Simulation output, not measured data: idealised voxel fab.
Name of the process module below: voxel transistor to metal
FYI the section here is cut, 150 nm wide, cells are 5 nm squares.
A cross-section in this document is a grid of square cells, and it is written down as bands, the top band listed before the ones below it; a band is made up of one or more rows of cells. In this notation a band is specified by the heights of its top and bottom, in that order and in nm, after which its materials appear from left to right, each paired with its width in nm. The word "full width" attached to a single material means that material fills the band from edge to edge; the word "air" stands for empty space. All heights in this document are referenced to 0, defined as the level beneath which the wafer, as received, consists entirely of one material. The lowest band is not bounded below; it extends indefinitely downward and is written in the form "0 down". The expression "30..40" gives the width at the extremes of the band, the first number at its top row of cells and the second at its bottom row, with the width changing by equal amounts from each row to the next in between. No cell of the cross-section changed in a step that is given as "all unchanged". "Enclosed void catalog" lists enclosed empty spaces (at least 8 cells, no open path upward to the top), each as width x height at distance from the left edge, in nm. On each step's line, the part that comes after the settings is the simulator's own comment on the step. The optional step-line setting "overlay nm" applies to steps with a mask and quantifies how far to the right of its planned location the mask lay, a negative value indicating leftward placement.
### Listed below are the process steps as planned
1) op RECEIVE | material Si
2) op CONFORMAL_DEP | material SiO2 | thk nm 5
3) op CONFORMAL_DEP | material SiN | thk nm 15
4) op DIRECTIONAL_DEP | material aC | thk nm 15
5) op PATTERN | tone cover | mask id ACTIVE | material resist | width nm 95 | thk nm 30 | overlay nm 0
6) op DIRECTIONAL_ETCH | etch materials aC | depth nm 15
7) op STRIP | etch materials resist
8) op DIRECTIONAL_ETCH | etch materials SiN | depth nm 15
9) op DIRECTIONAL_ETCH | etch materials SiO2 | depth nm 5
10) op DIRECTIONAL_ETCH | etch materials Si | depth nm 30
11) op STRIP | etch materials aC
12) op FILL_DEP | material SiO2 | thk nm 10
13) op CMP | height nm 20
14) op SELECTIVE_ETCH | etch materials SiO2 | depth nm 10
15) op STRIP | etch materials SiN
16) op SELECTIVE_ETCH | etch materials SiO2 | depth nm 5
17) op OXIDIZE | depth nm 5
18) op DIRECTIONAL_DEP | material polySi | thk nm 25
19) op DIRECTIONAL_DEP | material SiCN | thk nm 15
20) op PATTERN | tone cover | mask id GATE | material resist | width nm 15 | thk nm 15 | overlay nm 0
21) op DIRECTIONAL_ETCH | etch materials SiCN | depth nm 25
22) op DIRECTIONAL_ETCH | etch materials polySi | depth nm 35
23) op STRIP | etch materials resist
24) op CONFORMAL_DEP | material SiN | thk nm 10
25) op DIRECTIONAL_ETCH | etch materials SiN | depth nm 10
26) op DIRECTIONAL_ETCH | etch materials SiO2 | depth nm 5
27) op EPI | material SiGe | thk nm 5
28) op FILL_DEP | material SiO2 | thk nm 10
29) op CMP | height nm 40
30) op DIRECTIONAL_DEP | material SiO2 | thk nm 15
31) op MASKED_ETCH | tone open | mask id CONTACT | width nm 20 | pitch nm 65 | etch materials SiO2 | depth nm 55 | overlay nm 0
32) op CONFORMAL_DEP | material TiN | thk nm 5
33) op FILL_DEP | material W | thk nm 10
34) op CMP | height nm 55
35) op CONFORMAL_DEP | material SiCN | thk nm 5
36) op DIRECTIONAL_DEP | material SiO2 | thk nm 25
37) op DIRECTIONAL_DEP | material aC | thk nm 10
38) op PATTERN | tone open | mask id METAL_1 | material resist | width nm 20 | pitch nm 65 | thk nm 25 | overlay nm 0
39) op DIRECTIONAL_ETCH | etch materials aC | depth nm 10
40) op STRIP | etch materials resist
41) op DIRECTIONAL_ETCH | etch materials SiO2 | depth nm 25
42) op DIRECTIONAL_ETCH | etch materials SiCN | depth nm 5
43) op STRIP | etch materials aC
44) op CONFORMAL_DEP | material TiN | thk nm 5
45) op FILL_DEP | material Cu | thk nm 10
46) op CMP | height nm 85
47) op EPI | material Ru | thk nm 5
48) op FILL_DEP | material SiCN | thk nm 5
49) op DIRECTIONAL_DEP | material SiO2 | thk nm 25
50) op PATTERN | tone open | mask id METAL_2 | material resist | width nm 20 | pitch nm 65 | thk nm 20 | overlay nm 0
51) op DIRECTIONAL_ETCH | etch materials SiO2 | depth nm 15
52) op STRIP | etch materials resist
53) op DIRECTIONAL_DEP | material aC | thk nm 10
54) op PATTERN | tone open | mask id METAL_2_HOLES | material resist | width nm 15 | pitch nm 65 | thk nm 30 | overlay nm 0
55) op DIRECTIONAL_ETCH | etch materials aC | depth nm 10
56) op STRIP | etch materials resist
57) op DIRECTIONAL_ETCH | etch materials SiO2 | depth nm 10
58) op DIRECTIONAL_ETCH | etch materials SiCN | depth nm 5
59) op STRIP | etch materials aC
60) op CONFORMAL_DEP | material TiN | thk nm 5
61) op FILL_DEP | material Cu | thk nm 5
62) op CMP | height nm 120
63) op CONFORMAL_DEP | material SiN | thk nm 5
### Wafer at receipt (post step 1), cross-section
    0 down  Si full width
    Enclosed void catalog: none
### Wafer cross-section at module end: first of two, run to plan
    125 to 120  SiN full width
    120 to 110  SiO2: 30; TiN: 5; Cu: 10; TiN: 5; SiO2: 45; TiN: 5; Cu: 10; TiN: 5; SiO2: 35
    110 to 105  SiO2: 30; TiN: 5; Cu: 5; TiN: 10; SiO2: 45; TiN: 5; Cu: 5; TiN: 10; SiO2: 35
    105 to 95  SiO2: 30; TiN: 5; Cu: 5; TiN: 5; SiO2: 50; TiN: 5; Cu: 5; TiN: 5; SiO2: 40
    95 to 90  SiCN: 30; TiN: 15; SiCN: 50; TiN: 15; SiCN: 40
    90 to 85  SiCN: 25; Ru: 30; SiCN: 35; Ru: 30; SiCN: 30
    85 to 60  SiO2: 30; TiN: 5; Cu: 10; TiN: 5; SiO2: 45; TiN: 5; Cu: 10; TiN: 5; SiO2: 35
    60 to 55  SiCN: 30; TiN: 20; SiCN: 45; TiN: 20; SiCN: 35
    55 to 40  SiO2: 30; TiN: 5; W: 10; TiN: 5; SiO2: 45; TiN: 5; W: 10; TiN: 5; SiO2: 35
    40 to 25  SiO2: 30; TiN: 5; W: 10; TiN: 5; SiO2: 5; SiN: 10; SiCN: 15; SiN: 10; SiO2: 5; TiN: 5; W: 10; TiN: 5; SiO2: 35
    25 to 5  SiO2: 30; TiN: 5; W: 10; TiN: 5; SiO2: 5; SiN: 10; polySi: 15; SiN: 10; SiO2: 5; TiN: 5; W: 10; TiN: 5; SiO2: 35
    5 to 0  SiO2: 20; SiN: 10; TiN: 20; SiO2: 5; SiN: 10; polySi: 15; SiN: 10; SiO2: 5; TiN: 20; SiN: 10; SiO2: 25
    0 to -5  SiO2: 30; SiGe: 25; SiO2: 35; SiGe: 25; SiO2: 35
    -5 to -30  SiO2: 25; Si: 95; SiO2: 30
    -30 down  Si full width
    Enclosed void catalog: none
### What the second wafer looks like in cross-section once the module is done. Its start and its plan matched the first wafer's exactly; what differed was one mistake in how it was run
    125 to 120  SiN full width
    120 to 115  Cu: 20; TiN: 15; Cu: 10; TiN: 15; Cu: 25; TiN: 15; Cu: 10; TiN: 15; Cu: 25
    115 to 110  TiN: 25; SiO2: 5; TiN: 5; Cu: 10; TiN: 5; SiO2: 5; TiN: 35; SiO2: 5; TiN: 5; Cu: 10; TiN: 5; SiO2: 5; TiN: 30
    110 to 100  SiO2: 30; TiN: 5; Cu: 10..5; TiN: 5..10; SiO2: 45; TiN: 5; Cu: 10..5; TiN: 5..10; SiO2: 35
    100 to 95  SiO2: 30; TiN: 5; Cu: 5; TiN: 5; SiO2: 50; TiN: 5; Cu: 5; TiN: 5; SiO2: 40
    95 to 90  SiO2: 30; TiN: 15; SiO2: 50; TiN: 15; SiO2: 40
    90 to 85  SiO2: 25; Ru: 30; SiO2: 35; Ru: 30; SiO2: 30
    85 to 60  SiO2: 30; TiN: 5; Cu: 10; TiN: 5; SiO2: 45; TiN: 5; Cu: 10; TiN: 5; SiO2: 35
    60 to 55  SiCN: 30; TiN: 20; SiCN: 45; TiN: 20; SiCN: 35
    55 to 40  SiO2: 30; TiN: 5; W: 10; TiN: 5; SiO2: 45; TiN: 5; W: 10; TiN: 5; SiO2: 35
    40 to 25  SiO2: 30; TiN: 5; W: 10; TiN: 5; SiO2: 5; SiN: 10; SiCN: 15; SiN: 10; SiO2: 5; TiN: 5; W: 10; TiN: 5; SiO2: 35
    25 to 5  SiO2: 30; TiN: 5; W: 10; TiN: 5; SiO2: 5; SiN: 10; polySi: 15; SiN: 10; SiO2: 5; TiN: 5; W: 10; TiN: 5; SiO2: 35
    5 to 0  SiO2: 20; SiN: 10; TiN: 20; SiO2: 5; SiN: 10; polySi: 15; SiN: 10; SiO2: 5; TiN: 20; SiN: 10; SiO2: 25
    0 to -5  SiO2: 30; SiGe: 25; SiO2: 35; SiGe: 25; SiO2: 35
    -5 to -30  SiO2: 25; Si: 95; SiO2: 30
    -30 down  Si full width
    Enclosed void catalog: none
So what did we get wrong on this run? step 48 in the plan did not get run; it was skipped
End check, counted in cells, second wafer has more or fewer of these materials than the first: Cu +16; SiCN -42; TiN +26
